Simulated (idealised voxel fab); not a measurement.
process module | voxel released beams
cross-section cut | 220 nm wide | cells 5 nm
A cross-section is a grid of square cells, given in bands from the top down. A band is one or more rows of cells.
Each band's line starts with the height of the band's top and of its bottom, in nm. Then come its materials from left to right, each with its width in nm. One material with "throughout" fills the band from edge to edge. "air" is empty space.
Height 0 is the level under which the wafer as received is all one material. The lowest band goes on downwards, as in "0 down".
A width such as "30 to 40" changes by the same amount from each row of cells to the next, from the band's top row to its bottom row.
"no change" after a step means that no cell of the cross-section changed.
closed voids: empty space of 8 cells or more with no open way to the top, each as width x height at its distance from the left edge, in nm
after a step's settings: what the simulator itself notes on the step
overlay nm, on a step with a mask: how far to the right of its planned place the mask lay; to the left if negative
plan
1 op RECEIVE | material Si
2 op CONFORMAL_DEP | material SiN | thk nm 10
3 op DIRECTIONAL_DEP | material SiO2 | thk nm 15
4 op MASKED_ETCH | tone open | mask id ANCHOR | width nm 45 | etch materials SiO2 | depth nm 15 | overlay nm 0
5 op CONFORMAL_DEP | material TiN | thk nm 15
6 op PATTERN | tone cover | mask id BEAM | material resist | width nm 130 | thk nm 20 | overlay nm 0
7 op DIRECTIONAL_ETCH | etch materials TiN | depth nm 15
8 op STRIP | etch materials resist
9 op STRIP | etch materials SiO2
as received, after step 1
  0 down: Si throughout
  closed voids: none
a wafer at the end: this start, this plan, one mistake
  40 to 25: air 40 | TiN 65 | air 115
  25 to 10: air 30 | TiN 15 | SiO2 45 | TiN 80 | air 50
  10 to 0: SiN throughout
  0 down: Si throughout
  closed voids: none
what went wrong: step 4 ran as: op MASKED_ETCH | tone cover | mask id ANCHOR | width nm 45 | etch materials SiO2 | depth nm 15 | overlay nm 0
